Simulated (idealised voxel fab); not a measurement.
Process module under the name voxel wiring stack
We display cut, a cross-section 165 nm in width whose square cells are each 5 nm.
Cross-section spec: square-cell grid; bands listed top down; each band is one or more rows.
Basically the band line says how high the top is and how high the bottom is, in nm, and then what's in it from left to right, every material with its width in nm. Empty space shows up as "air", and if a single material carries "all across" it runs the full band edge to edge.
Counting heights begins at 0, where everything beneath is, in the wafer as received, one material. The lowest band has no bottom; it goes on downwards, as "0..down" shows.
Think of "30 to 40" as a width that walks from the first number to the second as you go down the band, top row to bottom row, taking equal-sized steps from row to row.
Where the words "remained unchanged" appear for a step, the cross-section shows no cell changed by that step; every cell remained as before.
Listed in "Trapped voids": every empty space of 8 or more cells without an open way to the top. Form: width x height at distance, the distance being from the left edge, all in nm.
The remark found on a step's line after its settings is issued by the simulator itself and pertains to that step.
A step line may carry the setting "overlay nm", which, for steps involving a mask, states the distance by which the mask lay to the right of its intended position; negative values denote displacement to the left.

Planned step list for the process
1 RECEIVE: material Si
2 CONFORMAL_DEP: material SiO2, thk nm 15
3 DIRECTIONAL_DEP: material TiN, thk nm 5
4 DIRECTIONAL_DEP: material Ru, thk nm 15
5 MASKED_ETCH: tone cover, mask id METAL_1, width nm 25, pitch nm 50, etch materials Ru, depth nm 15, overlay nm 0
6 MASKED_ETCH: tone cover, mask id METAL_1, width nm 25, pitch nm 50, etch materials TiN, depth nm 5, overlay nm 0
7 CONFORMAL_DEP: material SiCN, thk nm 5
8 FILL_DEP: material SiO2, thk nm 10
9 CMP: height nm 35
10 CONFORMAL_DEP: material SiCN, thk nm 5
11 DIRECTIONAL_DEP: material SiO2, thk nm 20
12 MASKED_ETCH: tone open, mask id METAL_2, width nm 25, pitch nm 50, etch materials SiO2, depth nm 15, overlay nm 0
13 MASKED_ETCH: tone open, mask id METAL_2_HOLES, width nm 15, etch materials SiO2, depth nm 15, overlay nm 0
14 MASKED_ETCH: tone open, mask id METAL_2_HOLES, width nm 15, etch materials SiCN, depth nm 5, overlay nm 0
15 CONFORMAL_DEP: material TiN, thk nm 5
16 FILL_DEP: material Cu, thk nm 5
17 CMP: height nm 70
18 CONFORMAL_DEP: material SiCN, thk nm 5
Heads up: all these wafers start the same, and what changes between them is the thk nm in step 11. The value you see in the plan is just what the first wafer got.

As-received state after step 1, first of several wafers, cross-section
- 0..down = Si all across
- Trapped voids: none

The cross-section of the first of several wafers is given below for the end of the module, after its final step, step 18
- 75..70 = SiCN all across
- 70..65 = Cu all across
- 65..60 = TiN 50; Cu 15; TiN 35; Cu 15; TiN 50
- 60..50 = SiO2 45; TiN 5; Cu 15; TiN 5; SiO2 25; TiN 5; Cu 15; TiN 5; SiO2 45
- 50..45 = SiO2 45; TiN 5; Cu 5; TiN 15; SiO2 25; TiN 25; SiO2 45
- 45..40 = SiO2 45; TiN 5; Cu 5; TiN 5; SiO2 105
- 40..35 = SiCN 45; TiN 15; SiCN 105
- 35..20 = SiO2 40; SiCN 5; Ru 25; SiCN 5; SiO2 15; SiCN 5; Ru 25; SiCN 5; SiO2 40
- 20..15 = SiCN 45; TiN 25; SiCN 25; TiN 25; SiCN 45
- 15..0 = SiO2 all across
- 0..down = Si all across
- Trapped voids: none

Cross-sectional depiction of the last of several wafers upon completion of the module
- 75..70 = SiCN all across
- 70..60 = SiO2 45; TiN 5; Cu 5; TiN 5; SiO2 105
- 60..55 = SiO2 45; TiN 15; SiO2 105
- 55..40 = SiO2 all across
- 40..35 = SiCN all across
- 35..20 = SiO2 40; SiCN 5; Ru 25; SiCN 5; SiO2 15; SiCN 5; Ru 25; SiCN 5; SiO2 40
- 20..15 = SiCN 45; TiN 25; SiCN 25; TiN 25; SiCN 45
- 15..0 = SiO2 all across
- 0..down = Si all across
- Trapped voids: none

So in this table every wafer gets its own row, and what you see is where it stands at the end of the module: for each material, how many cells it picked up (+) or gave up (-) since we received it, and after that its closed voids
thk nm 20 | +53 Cu | +30 Ru | +98 SiCN | +255 SiO2 | +59 TiN | Trapped voids: none
thk nm 25 | +21 Cu | +30 Ru | +98 SiCN | +285 SiO2 | +61 TiN | Trapped voids: none
thk nm 30 | +16 Cu | +30 Ru | +98 SiCN | +315 SiO2 | +36 TiN | Trapped voids: none
thk nm 35 | +9 Cu | +30 Ru | +101 SiCN | +325 SiO2 | +30 TiN | Trapped voids: none
thk nm 40 | +3 Cu | +30 Ru | +101 SiCN | +335 SiO2 | +26 TiN | Trapped voids: none
thk nm 45 | +2 Cu | +30 Ru | +101 SiCN | +345 SiO2 | +17 TiN | Trapped voids: none
